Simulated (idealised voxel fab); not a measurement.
process module | voxel local oxidation
cross-section cut | 210 nm wide | cells 5 nm
A cross-section is a grid of square cells, given in bands from the top down. A band is one or more rows of cells.
Each band's line starts with the height of the band's top and of its bottom, in nm. Then come its materials from left to right, each with its width in nm. One material with "throughout" fills the band from edge to edge. "air" is empty space.
Height 0 is the level under which the wafer as received is all one material. The lowest band goes on downwards, as in "0 down".
A width such as "30 to 40" changes by the same amount from each row of cells to the next, from the band's top row to its bottom row.
"no change" after a step means that no cell of the cross-section changed.
closed voids: empty space of 8 cells or more with no open way to the top, each as width x height at its distance from the left edge, in nm
after a step's settings: what the simulator itself notes on the step
overlay nm, on a step with a mask: how far to the right of its planned place the mask lay; to the left if negative
plan
1 op RECEIVE | material Si
2 op OXIDIZE | depth nm 5
3 op CONFORMAL_DEP | material SiN | thk nm 15
4 op MASKED_ETCH | tone cover | mask id ACTIVE | width nm 95 | etch materials SiN | depth nm 15 | overlay nm 0
5 op SELECTIVE_ETCH | etch materials SiO2 | depth nm 5
6 op OXIDIZE | depth nm 15
7 op STRIP | etch materials SiN
first wafer, as planned
as received, after step 1
  0 down: Si throughout
  closed voids: none
after step 2
  0 to -5: SiO2 throughout
  below -5: unchanged
after step 3
  15 to 0: SiN throughout
  below 0: unchanged
after step 4
  15 to 0: air 55 | SiN 95 | air 60
  below 0: unchanged
after step 5
  15 to 0: air 55 | SiN 95 | air 60
  0 to -5: air 60 | SiO2 85 | air 65
  below -5: unchanged
after step 6
  15 to 0: air 55 | SiN 95 | air 60
  0 to -5: air 60 | SiO2 85 | air 65
  -5 to -20: SiO2 75 | Si 55 | SiO2 80
  below -20: unchanged
after step 7
  0 to -5: air 60 | SiO2 85 | air 65
  below -5: unchanged
second wafer: like start, like plan, one mistake. Through step 2 it matches the first wafer
when step 3 should have ended
  15 to -5: SiO2 throughout
  below -5: unchanged
when step 4 should have ended: no change
when step 5 should have ended
  10 to -5: SiO2 throughout
  below -5: unchanged
when step 6 should have ended: no change
when step 7 should have ended: no change
what went wrong: step 3 ran as: op CONFORMAL_DEP | material SiO2 | thk nm 15
at the end the second wafer has, in cells: 93 more of Si | 16 more of SiO2
